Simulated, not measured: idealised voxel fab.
process module | voxel transistor to metal
cross-section cut | 285 nm wide | cells 5 nm
A cross-section is a grid of square cells, given in bands from the top down. A band is one or more rows of cells.
Each band's line starts with the height of the band's top and of its bottom, in nm. Then come its materials from left to right, each with its width in nm. One material with "throughout" fills the band from edge to edge. "air" is empty space.
Height 0 is the level under which the wafer as received is all one material. The lowest band goes on downwards, as in "0 down".
A width such as "30 to 40" changes by the same amount from each row of cells to the next, from the band's top row to its bottom row.
"no change" after a step means that no cell of the cross-section changed.
closed voids: empty space of 8 cells or more with no open way to the top, each as width x height at its distance from the left edge, in nm
after a step's settings: what the simulator itself notes on the step
overlay nm, on a step with a mask: how far to the right of its planned place the mask lay; to the left if negative
Each pair below shows a cross-section before one step and the cross-section after it, down to the lowest band that changed. The line under each pair gives the step between them, with its settings. The pairs can come from different runs of this module on the same starting wafer, so a pair continues from the pair above only where its "before" says so.
before
  30 to 20: SiO2 throughout
  20 to 0: SiO2 45 | SiN 10 | HfO2 5 | TiN 5 | W 20 | TiN 5 | HfO2 5 | SiN 10 | SiO2 75 | SiN 10 | HfO2 5 | TiN 5 | W 20 | TiN 5 | HfO2 5 | SiN 10 | SiO2 45
  0 to -5: SiO2 35 | pSi 10 | SiN 10 | HfO2 5 | TiN 30 | HfO2 5 | SiN 10 | pSi 10 | SiO2 55 | pSi 10 | SiN 10 | HfO2 5 | TiN 30 | HfO2 5 | SiN 10 | pSi 10 | SiO2 35
  -5 to -10: SiO2 35 | pSi 10 | SiO2 10 | HfO2 40 | SiO2 10 | pSi 10 | SiO2 55 | pSi 10 | SiO2 10 | HfO2 40 | SiO2 10 | pSi 10 | SiO2 35
  -10 to -20: SiO2 25 | pSi 20 | Si 60 | pSi 20 | SiO2 35 | pSi 20 | Si 60 | pSi 20 | SiO2 25
  -20 to -40: SiO2 25 | Si 100 | SiO2 35 | Si 100 | SiO2 25
  -40 down: Si throughout
  closed voids: none
after
  30 to 20: SiO2 25 | air 15 | SiO2 60 | air 15 | SiO2 45 | air 15 | SiO2 60 | air 15 | SiO2 35
  20 to 0: SiO2 25 | air 15 | SiO2 5 | SiN 10 | HfO2 5 | TiN 5 | W 20 | TiN 5 | HfO2 5 | SiN 10 | air 10 | SiO2 45 | air 15 | SiO2 5 | SiN 10 | HfO2 5 | TiN 5 | W 20 | TiN 5 | HfO2 5 | SiN 10 | air 10 | SiO2 35
  0 to -5: SiO2 25 | air 10 | pSi 10 | SiN 10 | HfO2 5 | TiN 30 | HfO2 5 | SiN 10 | pSi 10 | SiO2 45 | air 10 | pSi 10 | SiN 10 | HfO2 5 | TiN 30 | HfO2 5 | SiN 10 | pSi 10 | SiO2 35
  -5 to -10: SiO2 25 | air 10 | pSi 10 | SiO2 10 | HfO2 40 | SiO2 10 | pSi 10 | SiO2 45 | air 10 | pSi 10 | SiO2 10 | HfO2 40 | SiO2 10 | pSi 10 | SiO2 35
  below -10: unchanged
  closed voids: none
the step between: op MASKED_ETCH | tone open | mask id CONTACT | width nm 15 | etch materials SiO2 | depth nm 40 | overlay nm -5
before: the cross-section after the pair above
after
  35 to 30: TiN 30 | air 5 | TiN 70 | air 5 | TiN 55 | air 5 | TiN 70 | air 5 | TiN 40
  30 to 25: SiO2 25 | TiN 5 | air 5 | TiN 5 | SiO2 60 | TiN 5 | air 5 | TiN 5 | SiO2 45 | TiN 5 | air 5 | TiN 5 | SiO2 60 | TiN 5 | air 5 | TiN 5 | SiO2 35
  25 to 20: SiO2 25 | TiN 5 | air 5 | TiN 5 | SiO2 60 | TiN 15 | SiO2 45 | TiN 5 | air 5 | TiN 5 | SiO2 60 | TiN 15 | SiO2 35
  20 to 5: SiO2 25 | TiN 5 | air 5 | TiN 5 | SiO2 5 | SiN 10 | HfO2 5 | TiN 5 | W 20 | TiN 5 | HfO2 5 | SiN 10 | TiN 10 | SiO2 45 | TiN 5 | air 5 | TiN 5 | SiO2 5 | SiN 10 | HfO2 5 | TiN 5 | W 20 | TiN 5 | HfO2 5 | SiN 10 | TiN 10 | SiO2 35
  5 to 0: SiO2 25 | TiN 15 | SiO2 5 | SiN 10 | HfO2 5 | TiN 5 | W 20 | TiN 5 | HfO2 5 | SiN 10 | TiN 10 | SiO2 45 | TiN 15 | SiO2 5 | SiN 10 | HfO2 5 | TiN 5 | W 20 | TiN 5 | HfO2 5 | SiN 10 | TiN 10 | SiO2 35
  0 to -5: SiO2 25 | TiN 10 | pSi 10 | SiN 10 | HfO2 5 | TiN 30 | HfO2 5 | SiN 10 | pSi 10 | SiO2 45 | TiN 10 | pSi 10 | SiN 10 | HfO2 5 | TiN 30 | HfO2 5 | SiN 10 | pSi 10 | SiO2 35
  -5 to -10: SiO2 25 | TiN 10 | pSi 10 | SiO2 10 | HfO2 40 | SiO2 10 | pSi 10 | SiO2 45 | TiN 10 | pSi 10 | SiO2 10 | HfO2 40 | SiO2 10 | pSi 10 | SiO2 35
  below -10: unchanged
  closed voids: none
the step between: op CONFORMAL_DEP | material TiN | thk nm 5
before: the cross-section after the pair above
after
  45 to 35: Ru throughout
  35 to 30: TiN 30 | Ru 5 | TiN 70 | Ru 5 | TiN 55 | Ru 5 | TiN 70 | Ru 5 | TiN 40
  30 to 25: SiO2 25 | TiN 5 | Ru 5 | TiN 5 | SiO2 60 | TiN 5 | Ru 5 | TiN 5 | SiO2 45 | TiN 5 | Ru 5 | TiN 5 | SiO2 60 | TiN 5 | Ru 5 | TiN 5 | SiO2 35
  25 to 20: SiO2 25 | TiN 5 | Ru 5 | TiN 5 | SiO2 60 | TiN 15 | SiO2 45 | TiN 5 | Ru 5 | TiN 5 | SiO2 60 | TiN 15 | SiO2 35
  20 to 5: SiO2 25 | TiN 5 | Ru 5 | TiN 5 | SiO2 5 | SiN 10 | HfO2 5 | TiN 5 | W 20 | TiN 5 | HfO2 5 | SiN 10 | TiN 10 | SiO2 45 | TiN 5 | Ru 5 | TiN 5 | SiO2 5 | SiN 10 | HfO2 5 | TiN 5 | W 20 | TiN 5 | HfO2 5 | SiN 10 | TiN 10 | SiO2 35
  below 5: unchanged
  closed voids: none
the step between: op FILL_DEP | material Ru | thk nm 10
before: the cross-section after the pair above
after
  30 to 25: SiO2 25 | TiN 5 | Ru 5 | TiN 5 | SiO2 60 | TiN 5 | Ru 5 | TiN 5 | SiO2 45 | TiN 5 | Ru 5 | TiN 5 | SiO2 60 | TiN 5 | Ru 5 | TiN 5 | SiO2 35
  below 25: unchanged
  closed voids: none
the step between: op CMP | height nm 30
before: the cross-section after the pair above
after
  35 to 30: SiN throughout
  below 30: unchanged
  closed voids: none
the step between: op CONFORMAL_DEP | material SiN | thk nm 5
before: the cross-section after the pair above
after
  55 to 35: lowk throughout
  below 35: unchanged
  closed voids: none
the step between: op DIRECTIONAL_DEP | material lowk | thk nm 20
before: the cross-section after the pair above
after
  55 to 35: lowk 30 | air 15 | lowk 60 | air 15 | lowk 45 | air 15 | lowk 60 | air 15 | lowk 30
  below 35: unchanged
  closed voids: none
the step between: op MASKED_ETCH | tone open | mask id METAL_1 | width nm 15 | etch materials lowk | depth nm 20 | overlay nm 0
before: the cross-section after the pair above
after
  55 to 35: lowk 30 | air 15 | lowk 60 | air 15 | lowk 45 | air 15 | lowk 60 | air 15 | lowk 30
  35 to 30: SiN 30 | air 15 | SiN 60 | air 15 | SiN 45 | air 15 | SiN 60 | air 15 | SiN 30
  below 30: unchanged
  closed voids: none
the step between: op MASKED_ETCH | tone open | mask id METAL_1 | width nm 15 | etch materials SiN | depth nm 5 | overlay nm 0
before: the cross-section after the pair above
after
  60 to 55: TiN 35 | air 5 | TiN 70 | air 5 | TiN 55 | air 5 | TiN 70 | air 5 | TiN 35
  55 to 35: lowk 30 | TiN 5 | air 5 | TiN 5 | lowk 60 | TiN 5 | air 5 | TiN 5 | lowk 45 | TiN 5 | air 5 | TiN 5 | lowk 60 | TiN 5 | air 5 | TiN 5 | lowk 30
  35 to 30: SiN 30 | TiN 15 | SiN 60 | TiN 15 | SiN 45 | TiN 15 | SiN 60 | TiN 15 | SiN 30
  below 30: unchanged
  closed voids: none
the step between: op CONFORMAL_DEP | material TiN | thk nm 5
before: the cross-section after the pair above
after
  70 to 60: Ru throughout
  60 to 55: TiN 35 | Ru 5 | TiN 70 | Ru 5 | TiN 55 | Ru 5 | TiN 70 | Ru 5 | TiN 35
  55 to 35: lowk 30 | TiN 5 | Ru 5 | TiN 5 | lowk 60 | TiN 5 | Ru 5 | TiN 5 | lowk 45 | TiN 5 | Ru 5 | TiN 5 | lowk 60 | TiN 5 | Ru 5 | TiN 5 | lowk 30
  below 35: unchanged
  closed voids: none
the step between: op FILL_DEP | material Ru | thk nm 10
before: the cross-section after the pair above
after
  55 to 35: lowk 30 | TiN 5 | Ru 5 | TiN 5 | lowk 60 | TiN 5 | Ru 5 | TiN 5 | lowk 45 | TiN 5 | Ru 5 | TiN 5 | lowk 60 | TiN 5 | Ru 5 | TiN 5 | lowk 30
  below 35: unchanged
  closed voids: none
the step between: op CMP | height nm 55
before: the cross-section after the pair above
after
  60 to 55: SiCN throughout
  below 55: unchanged
  closed voids: none
the step between: op CONFORMAL_DEP | material SiCN | thk nm 5
before: the cross-section after the pair above
after
  90 to 60: lowk throughout
  below 60: unchanged
  closed voids: none
the step between: op DIRECTIONAL_DEP | material lowk | thk nm 30
before: the cross-section after the pair above
after
  105 to 90: resist 30 | air 15 | resist 120 | air 15 | resist 105
  below 90: unchanged
  closed voids: none
the step between: op PATTERN | tone open | mask id METAL_2 | material resist | width nm 15 | pitch nm 135 | thk nm 15 | overlay nm 0
before: the cross-section after the pair above
after
  105 to 90: resist 30 | air 15 | resist 120 | air 15 | resist 105
  90 to 70: lowk 30 | air 15 | lowk 120 | air 15 | lowk 105
  below 70: unchanged
  closed voids: none
the step between: op DIRECTIONAL_ETCH | etch materials lowk | depth nm 20
before: the cross-section after the pair above
after
  90 to 70: lowk 30 | air 15 | lowk 120 | air 15 | lowk 105
  below 70: unchanged
  closed voids: none
the step between: op STRIP | etch materials resist
before: the cross-section after the pair above
after
  90 to 60: lowk 30 | air 15 | lowk 120 | air 15 | lowk 105
  below 60: unchanged
  closed voids: none
the step between: op MASKED_ETCH | tone open | mask id METAL_2_HOLES | width nm 15 | pitch nm 135 | etch materials lowk | depth nm 10 | overlay nm 0
before: the cross-section after the pair above
after
  90 to 60: lowk 30 | air 15 | lowk 120 | air 15 | lowk 105
  60 to 55: SiCN 30 | air 15 | SiCN 120 | air 15 | SiCN 105
  below 55: unchanged
  closed voids: none
the step between: op MASKED_ETCH | tone open | mask id METAL_2_HOLES | width nm 15 | pitch nm 135 | etch materials SiCN | depth nm 5 | overlay nm 0
before: the cross-section after the pair above
after
  95 to 90: TiN 35 | air 5 | TiN 130 | air 5 | TiN 110
  90 to 60: lowk 30 | TiN 5 | air 5 | TiN 5 | lowk 120 | TiN 5 | air 5 | TiN 5 | lowk 105
  60 to 55: SiCN 30 | TiN 15 | SiCN 120 | TiN 15 | SiCN 105
  below 55: unchanged
  closed voids: none
the step between: op CONFORMAL_DEP | material TiN | thk nm 5
before: the cross-section after the pair above
after
  105 to 95: Cu throughout
  95 to 90: TiN 35 | Cu 5 | TiN 130 | Cu 5 | TiN 110
  90 to 60: lowk 30 | TiN 5 | Cu 5 | TiN 5 | lowk 120 | TiN 5 | Cu 5 | TiN 5 | lowk 105
  below 60: unchanged
  closed voids: none
the step between: op FILL_DEP | material Cu | thk nm 10
before: the cross-section after the pair above
after
  90 to 60: lowk 30 | TiN 5 | Cu 5 | TiN 5 | lowk 120 | TiN 5 | Cu 5 | TiN 5 | lowk 105
  below 60: unchanged
  closed voids: none
the step between: op CMP | height nm 90
before: the cross-section after the pair above
after
  95 to 90: SiCN throughout
  below 90: unchanged
  closed voids: none
the step between: op CONFORMAL_DEP | material SiCN | thk nm 5
before
  30 to 20: SiO2 30 | TiN 5 | Ru 5 | TiN 5 | SiO2 60 | TiN 5 | Ru 5 | TiN 5 | SiO2 45 | TiN 5 | Ru 5 | TiN 5 | SiO2 60 | TiN 5 | Ru 5 | TiN 5 | SiO2 30
  20 to 5: SiO2 30 | TiN 5 | Ru 5 | TiN 5 | SiN 10 | HfO2 5 | TiN 5 | W 20 | TiN 5 | HfO2 5 | SiN 10 | TiN 5 | Ru 5 | TiN 5 | SiO2 45 | TiN 5 | Ru 5 | TiN 5 | SiN 10 | HfO2 5 | TiN 5 | W 20 | TiN 5 | HfO2 5 | SiN 10 | TiN 5 | Ru 5 | TiN 5 | SiO2 30
  5 to 0: SiO2 30 | TiN 15 | SiN 10 | HfO2 5 | TiN 5 | W 20 | TiN 5 | HfO2 5 | SiN 10 | TiN 15 | SiO2 45 | TiN 15 | SiN 10 | HfO2 5 | TiN 5 | W 20 | TiN 5 | HfO2 5 | SiN 10 | TiN 15 | SiO2 30
  0 to -5: SiO2 30 | TiN 5 | pSi 10 | SiN 10 | HfO2 5 | TiN 30 | HfO2 5 | SiN 10 | pSi 10 | TiN 5 | SiO2 45 | TiN 5 | pSi 10 | SiN 10 | HfO2 5 | TiN 30 | HfO2 5 | SiN 10 | pSi 10 | TiN 5 | SiO2 30
  -5 to -10: SiO2 30 | TiN 5 | pSi 10 | SiO2 10 | HfO2 40 | SiO2 10 | pSi 10 | TiN 5 | SiO2 45 | TiN 5 | pSi 10 | SiO2 10 | HfO2 40 | SiO2 10 | pSi 10 | TiN 5 | SiO2 30
  -10 to -20: SiO2 25 | pSi 20 | Si 60 | pSi 20 | SiO2 35 | pSi 20 | Si 60 | pSi 20 | SiO2 25
  -20 to -40: SiO2 25 | Si 100 | SiO2 35 | Si 100 | SiO2 25
  -40 down: Si throughout
  closed voids: none
after
  35 to 30: Ru throughout
  below 30: unchanged
  closed voids: none
the step between: op CONFORMAL_DEP | material Ru | thk nm 5
before: the cross-section after the pair above
after
  55 to 35: lowk throughout
  below 35: unchanged
  closed voids: none
the step between: op DIRECTIONAL_DEP | material lowk | thk nm 20
before: the cross-section after the pair above
after
  55 to 35: lowk 30 | air 15 | lowk 60 | air 15 | lowk 45 | air 15 | lowk 60 | air 15 | lowk 30
  below 35: unchanged
  closed voids: none
the step between: op MASKED_ETCH | tone open | mask id METAL_1 | width nm 15 | etch materials lowk | depth nm 20 | overlay nm 0
before: the cross-section after the pair above
after
  60 to 55: TiN 35 | air 5 | TiN 70 | air 5 | TiN 55 | air 5 | TiN 70 | air 5 | TiN 35
  55 to 40: lowk 30 | TiN 5 | air 5 | TiN 5 | lowk 60 | TiN 5 | air 5 | TiN 5 | lowk 45 | TiN 5 | air 5 | TiN 5 | lowk 60 | TiN 5 | air 5 | TiN 5 | lowk 30
  40 to 35: lowk 30 | TiN 15 | lowk 60 | TiN 15 | lowk 45 | TiN 15 | lowk 60 | TiN 15 | lowk 30
  below 35: unchanged
  closed voids: none
the step between: op CONFORMAL_DEP | material TiN | thk nm 5
before: the cross-section after the pair above
after
  70 to 60: Ru throughout
  60 to 55: TiN 35 | Ru 5 | TiN 70 | Ru 5 | TiN 55 | Ru 5 | TiN 70 | Ru 5 | TiN 35
  55 to 40: lowk 30 | TiN 5 | Ru 5 | TiN 5 | lowk 60 | TiN 5 | Ru 5 | TiN 5 | lowk 45 | TiN 5 | Ru 5 | TiN 5 | lowk 60 | TiN 5 | Ru 5 | TiN 5 | lowk 30
  below 40: unchanged
  closed voids: none
the step between: op FILL_DEP | material Ru | thk nm 10
before: the cross-section after the pair above
after
  55 to 40: lowk 30 | TiN 5 | Ru 5 | TiN 5 | lowk 60 | TiN 5 | Ru 5 | TiN 5 | lowk 45 | TiN 5 | Ru 5 | TiN 5 | lowk 60 | TiN 5 | Ru 5 | TiN 5 | lowk 30
  below 40: unchanged
  closed voids: none
the step between: op CMP | height nm 55
before: the cross-section after the pair above
after
  60 to 55: SiCN throughout
  below 55: unchanged
  closed voids: none
the step between: op CONFORMAL_DEP | material SiCN | thk nm 5
before: the cross-section after the pair above
after
  90 to 60: lowk throughout
  below 60: unchanged
  closed voids: none
the step between: op DIRECTIONAL_DEP | material lowk | thk nm 30
before: the cross-section after the pair above
after
  105 to 90: resist 30 | air 15 | resist 120 | air 15 | resist 105
  below 90: unchanged
  closed voids: none
the step between: op PATTERN | tone open | mask id METAL_2 | material resist | width nm 15 | pitch nm 135 | thk nm 15 | overlay nm 0
before: the cross-section after the pair above
after
  105 to 90: resist 30 | air 15 | resist 120 | air 15 | resist 105
  90 to 70: lowk 30 | air 15 | lowk 120 | air 15 | lowk 105
  below 70: unchanged
  closed voids: none
the step between: op DIRECTIONAL_ETCH | etch materials lowk | depth nm 20
before: the cross-section after the pair above
after
  90 to 70: lowk 30 | air 15 | lowk 120 | air 15 | lowk 105
  below 70: unchanged
  closed voids: none
the step between: op STRIP | etch materials resist
before: the cross-section after the pair above
after
  90 to 60: lowk 30 | air 15 | lowk 120 | air 15 | lowk 105
  below 60: unchanged
  closed voids: none
the step between: op MASKED_ETCH | tone open | mask id METAL_2_HOLES | width nm 15 | pitch nm 135 | etch materials lowk | depth nm 10 | overlay nm 0
before: the cross-section after the pair above
after
  90 to 60: lowk 30 | air 15 | lowk 120 | air 15 | lowk 105
  60 to 55: SiCN 30 | air 15 | SiCN 120 | air 15 | SiCN 105
  below 55: unchanged
  closed voids: none
the step between: op MASKED_ETCH | tone open | mask id METAL_2_HOLES | width nm 15 | pitch nm 135 | etch materials SiCN | depth nm 5 | overlay nm 0
before: the cross-section after the pair above
after
  95 to 90: TiN 35 | air 5 | TiN 130 | air 5 | TiN 110
  90 to 60: lowk 30 | TiN 5 | air 5 | TiN 5 | lowk 120 | TiN 5 | air 5 | TiN 5 | lowk 105
  60 to 55: SiCN 30 | TiN 15 | SiCN 120 | TiN 15 | SiCN 105
  below 55: unchanged
  closed voids: none
the step between: op CONFORMAL_DEP | material TiN | thk nm 5
before: the cross-section after the pair above
after
  105 to 95: Cu throughout
  95 to 90: TiN 35 | Cu 5 | TiN 130 | Cu 5 | TiN 110
  90 to 60: lowk 30 | TiN 5 | Cu 5 | TiN 5 | lowk 120 | TiN 5 | Cu 5 | TiN 5 | lowk 105
  below 60: unchanged
  closed voids: none
the step between: op FILL_DEP | material Cu | thk nm 10
before: the cross-section after the pair above
after
  90 to 60: lowk 30 | TiN 5 | Cu 5 | TiN 5 | lowk 120 | TiN 5 | Cu 5 | TiN 5 | lowk 105
  below 60: unchanged
  closed voids: none
the step between: op CMP | height nm 90
before: the cross-section after the pair above
after
  95 to 90: SiCN throughout
  below 90: unchanged
  closed voids: none
the step between: op CONFORMAL_DEP | material SiCN | thk nm 5
before
  90 to 70: lowk 30 | air 15 | lowk 120 | air 15 | lowk 105
  70 to 60: lowk throughout
  60 to 55: SiCN throughout
  55 to 35: lowk 30 | TiN 5 | Ru 5 | TiN 5 | lowk 60 | TiN 5 | Ru 5 | TiN 5 | lowk 45 | TiN 5 | Ru 5 | TiN 5 | lowk 60 | TiN 5 | Ru 5 | TiN 5 | lowk 30
  35 to 30: SiN 30 | TiN 15 | SiN 60 | TiN 15 | SiN 45 | TiN 15 | SiN 60 | TiN 15 | SiN 30
  30 to 20: SiO2 30 | TiN 5 | Ru 5 | TiN 5 | SiO2 60 | TiN 5 | Ru 5 | TiN 5 | SiO2 45 | TiN 5 | Ru 5 | TiN 5 | SiO2 60 | TiN 5 | Ru 5 | TiN 5 | SiO2 30
  20 to 5: SiO2 30 | TiN 5 | Ru 5 | TiN 5 | SiN 10 | HfO2 5 | TiN 5 | W 20 | TiN 5 | HfO2 5 | SiN 10 | TiN 5 | Ru 5 | TiN 5 | SiO2 45 | TiN 5 | Ru 5 | TiN 5 | SiN 10 | HfO2 5 | TiN 5 | W 20 | TiN 5 | HfO2 5 | SiN 10 | TiN 5 | Ru 5 | TiN 5 | SiO2 30
  5 to 0: SiO2 30 | TiN 15 | SiN 10 | HfO2 5 | TiN 5 | W 20 | TiN 5 | HfO2 5 | SiN 10 | TiN 15 | SiO2 45 | TiN 15 | SiN 10 | HfO2 5 | TiN 5 | W 20 | TiN 5 | HfO2 5 | SiN 10 | TiN 15 | SiO2 30
  0 to -5: SiO2 30 | TiN 5 | pSi 10 | SiN 10 | HfO2 5 | TiN 30 | HfO2 5 | SiN 10 | pSi 10 | TiN 5 | SiO2 45 | TiN 5 | pSi 10 | SiN 10 | HfO2 5 | TiN 30 | HfO2 5 | SiN 10 | pSi 10 | TiN 5 | SiO2 30
  -5 to -10: SiO2 30 | TiN 5 | pSi 10 | SiO2 10 | HfO2 40 | SiO2 10 | pSi 10 | TiN 5 | SiO2 45 | TiN 5 | pSi 10 | SiO2 10 | HfO2 40 | SiO2 10 | pSi 10 | TiN 5 | SiO2 30
  -10 to -20: SiO2 25 | pSi 20 | Si 60 | pSi 20 | SiO2 35 | pSi 20 | Si 60 | pSi 20 | SiO2 25
  -20 to -40: SiO2 25 | Si 100 | SiO2 35 | Si 100 | SiO2 25
  -40 down: Si throughout
  closed voids: none
after
  80 to 70: lowk 30 | air 15 | lowk 120 | air 15 | lowk 105
  below 70: unchanged
  closed voids: none
the step between: op MASKED_ETCH | tone cover | mask id METAL_2_HOLES | width nm 15 | pitch nm 135 | etch materials lowk | depth nm 10 | overlay nm 0
before: the cross-section after the pair above
after
  85 to 80: TiN 35 | air 5 | TiN 130 | air 5 | TiN 110
  80 to 75: lowk 30 | TiN 5 | air 5 | TiN 5 | lowk 120 | TiN 5 | air 5 | TiN 5 | lowk 105
  75 to 70: lowk 30 | TiN 15 | lowk 120 | TiN 15 | lowk 105
  below 70: unchanged
  closed voids: none
the step between: op CONFORMAL_DEP | material TiN | thk nm 5
before: the cross-section after the pair above
after
  95 to 85: Cu throughout
  85 to 80: TiN 35 | Cu 5 | TiN 130 | Cu 5 | TiN 110
  80 to 75: lowk 30 | TiN 5 | Cu 5 | TiN 5 | lowk 120 | TiN 5 | Cu 5 | TiN 5 | lowk 105
  below 75: unchanged
  closed voids: none
the step between: op FILL_DEP | material Cu | thk nm 10
before: the cross-section after the pair above
after
  90 to 85: Cu throughout
  below 85: unchanged
  closed voids: none
the step between: op CMP | height nm 90
before: the cross-section after the pair above
after
  95 to 90: SiCN throughout
  below 90: unchanged
  closed voids: none
the step between: op CONFORMAL_DEP | material SiCN | thk nm 5
